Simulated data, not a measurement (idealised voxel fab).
Module name: voxel self aligned contacts (process module)
Square cells of 5 nm make up the cross-section cut, whose width is 195 nm.
Notation: cross-section as square-cell grid; stated in bands, top first, going down; one or more cell rows per band.
The band entry comprises the height of the band's top followed by the height of its bottom, expressed in nm, and subsequently the band's materials from left to right, each stated together with its width in nm. Where a single material is marked with the word "edge to edge", that material fills the band from edge to edge. The word "empty" represents empty space.
Heights are reckoned from 0. Under this level, the received wafer is all of one material. The bottommost band is open-ended downward, for example "top 0, no bottom".
Width "30 to 40": first value at the band's top row of cells, second value at its bottom row, equal change from row to row.
Take "remained the same" at face value: in the step it is given for, the cross-section changed in none of its cells.
If an empty space has no open way to the top and is at least 8 cells in size, "Enclosed internal cavities" lists it, written width x height at distance, where distance is measured from the left edge and every value is in nm.
Heads up: the bit after the settings on a step's line is the simulator's remark on that step.
The line of a step may include "overlay nm". On a step with a mask, this value is how far to the right of its planned place the mask lay. A negative value means the mask lay to the left.
Process steps (planned)
1: RECEIVE | material Si
2: OXIDIZE | depth nm 5
3: DIRECTIONAL_DEP | material polySi | thk nm 20
4: DIRECTIONAL_DEP | material SiN | thk nm 20
5: DIRECTIONAL_DEP | material aC | thk nm 15
6: PATTERN | tone cover | mask id GATE | material resist | width nm 15 | pitch nm 65 | thk nm 30 | overlay nm 0
7: DIRECTIONAL_ETCH | etch materials aC | depth nm 15
8: STRIP | etch materials resist
9: DIRECTIONAL_ETCH | etch materials SiN | depth nm 20
10: DIRECTIONAL_ETCH | etch materials polySi | depth nm 20
11: STRIP | etch materials aC
12: CONFORMAL_DEP | material SiN | thk nm 10
13: DIRECTIONAL_ETCH | etch materials SiN | depth nm 10
14: FILL_DEP | material SiO2 | thk nm 20
15: CMP | height nm 50
16: PATTERN | tone open | mask id CONTACT | material resist | width nm 50 | pitch nm 65 | thk nm 20 | overlay nm 0
17: DIRECTIONAL_ETCH | etch materials SiO2 | depth nm 55
18: STRIP | etch materials resist
19: CONFORMAL_DEP | material TiN | thk nm 5
20: FILL_DEP | material Ru | thk nm 5
21: CMP | height nm 50
22: CONFORMAL_DEP | material SiCN | thk nm 5
varied across the wafers: width nm of step 6. The plan shows the first wafer's value. All wafers start alike
Cross-sectional view of the first of several wafers in the as-received condition, corresponding to the state following step 1
	top 0, no bottom | Si edge to edge
	Enclosed internal cavities: none
Each wafer at the end: cells of each material gained (+) or lost (-) since it was received, then its closed voids
width nm 15; +88 Ru; -39 Si; +39 SiCN; +132 SiN; +113 SiO2; +60 TiN; +36 polySi; Enclosed internal cavities: none
width nm 20; +70 Ru; -39 Si; +39 SiCN; +144 SiN; +107 SiO2; +60 TiN; +48 polySi; Enclosed internal cavities: none
width nm 25; +52 Ru; -39 Si; +39 SiCN; +156 SiN; +101 SiO2; +60 TiN; +60 polySi; Enclosed internal cavities: none
width nm 30; +34 Ru; -39 Si; +39 SiCN; +168 SiN; +95 SiO2; +60 TiN; +72 polySi; Enclosed internal cavities: none
width nm 35; +16 Ru; -39 Si; +39 SiCN; +180 SiN; +89 SiO2; +60 TiN; +84 polySi; Enclosed internal cavities: none
